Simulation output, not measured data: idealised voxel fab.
Module name: voxel wiring stack (process module)
FYI the section here is cut, 260 nm wide, cells are 5 nm squares.
This document writes a cross-section as a grid whose cells are square, and gives it as bands, listed from the top down; one or more rows of cells form a band. Top, bottom (nm), then materials left to right with widths (nm); lone material tagged "throughout" fills the whole band edge to edge; "blank" = empty space. Beneath 0, the wafer as received is one material, and that level is where height counting begins. The lowest band goes on downward without a bottom; it is written like "0 and below". Graded width ("30 to 40"): value in top row of band = first number; value in bottom row = second number; row-to-row change constant. Where a step carries "identical to before", the cross-section came out of it unchanged, cell for cell. In "Voids, fully enclosed" the enclosed voids are listed, meaning empty spaces of 8 cells or larger without any opening to the top. The form is width x height at distance, distance from the left edge, units nm. The remark found on a step's line after its settings is issued by the simulator itself and pertains to that step. On any step carrying a mask, the "overlay nm" setting, if present on the step's line, tells how far right of its planned place the mask lay; negative values point to the left.

Listed below are the process steps as planned
1,RECEIVE: material Si
2,CONFORMAL_DEP: material SiO2, thk nm 10
3,DIRECTIONAL_DEP: material TiN, thk nm 5
4,DIRECTIONAL_DEP: material Ru, thk nm 25
5,MASKED_ETCH: tone cover, mask id METAL_1, width nm 25, pitch nm 45, etch materials Ru, depth nm 25, overlay nm 0
6,MASKED_ETCH: tone cover, mask id METAL_1, width nm 25, pitch nm 45, etch materials TiN, depth nm 5, overlay nm 0
7,FILL_DEP: material lowk, thk nm 10
8,CMP: height nm 40
9,CONFORMAL_DEP: material SiCN, thk nm 5
10,DIRECTIONAL_DEP: material lowk, thk nm 30
11,PATTERN: tone open, mask id METAL_2, material resist, width nm 25, pitch nm 45, thk nm 20, overlay nm 0
12,DIRECTIONAL_ETCH: etch materials lowk, depth nm 20
13,STRIP: etch materials resist
14,PATTERN: tone open, mask id METAL_2_HOLES, material resist, width nm 15, pitch nm 45, thk nm 15, overlay nm 0
15,DIRECTIONAL_ETCH: etch materials lowk, depth nm 10
16,DIRECTIONAL_ETCH: etch materials SiCN, depth nm 5
17,STRIP: etch materials resist
18,CONFORMAL_DEP: material TiN, thk nm 5
19,FILL_DEP: material Ru, thk nm 5
20,CMP: height nm 75
21,CONFORMAL_DEP: material SiCN, thk nm 5
22,DIRECTIONAL_DEP: material lowk, thk nm 10
23,DIRECTIONAL_DEP: material aC, thk nm 10
24,PATTERN: tone open, mask id PLUG_2, material resist, width nm 15, pitch nm 45, thk nm 30, overlay nm 0
25,DIRECTIONAL_ETCH: etch materials aC, depth nm 10
26,STRIP: etch materials resist
27,DIRECTIONAL_ETCH: etch materials lowk, depth nm 10
28,DIRECTIONAL_ETCH: etch materials SiCN, depth nm 5
29,STRIP: etch materials aC
30,EPI: material Ru, thk nm 10
31,EPI: material Ru, thk nm 5
32,DIRECTIONAL_DEP: material TiN, thk nm 5
33,DIRECTIONAL_DEP: material W, thk nm 25
34,PATTERN: tone cover, mask id METAL_3, material resist, width nm 25, pitch nm 45, thk nm 20, overlay nm 0
35,DIRECTIONAL_ETCH: etch materials W, depth nm 25
36,DIRECTIONAL_ETCH: etch materials TiN, depth nm 5
37,STRIP: etch materials resist
38,FILL_DEP: material lowk, thk nm 10
39,CMP: height nm 120
40,CONFORMAL_DEP: material SiN, thk nm 5

Received-state cross-section, reflecting completion of step 1
	0 and below | Si throughout
	Voids, fully enclosed: none

Wafer at module end, in section. Began as above, planned as above, run with one mistake
	125 down to 120 | SiN throughout
	120 down to 95 | lowk=95 | W=25 | lowk=20 | W=25 | lowk=95
	95 down to 90 | lowk=95 | TiN=25 | lowk=20 | TiN=25 | lowk=95
	90 down to 80 | lowk=95 | Ru=15 | lowk=30 | Ru=15 | lowk=105
	80 down to 75 | SiCN=95 | Ru=15 | SiCN=30 | Ru=15 | SiCN=105
	75 down to 60 | lowk=95 | TiN=5 | Ru=15 | TiN=5 | lowk=20 | TiN=5 | Ru=15 | TiN=5 | lowk=95
	60 down to 55 | lowk=95 | TiN=5 | Ru=5 | TiN=15 | lowk=20 | TiN=5 | Ru=5 | TiN=15 | lowk=95
	55 down to 45 | lowk=95 | TiN=5 | Ru=5 | TiN=5 | lowk=30 | TiN=5 | Ru=5 | TiN=5 | lowk=105
	45 down to 40 | SiCN=95 | TiN=15 | SiCN=30 | TiN=15 | SiCN=105
	40 down to 15 | Ru=95 | lowk=25 | Ru=20 | lowk=25 | Ru=95
	15 down to 10 | TiN throughout
	10 down to 0 | SiO2 throughout
	0 and below | Si throughout
	Voids, fully enclosed: none
Deviation from plan: it should be noted that step 5 was executed with settings other than those planned, the operation and settings actually applied being MASKED_ETCH: tone open, mask id METAL_1, width nm 25, pitch nm 45, etch materials Ru, depth nm 25, overlay nm 0
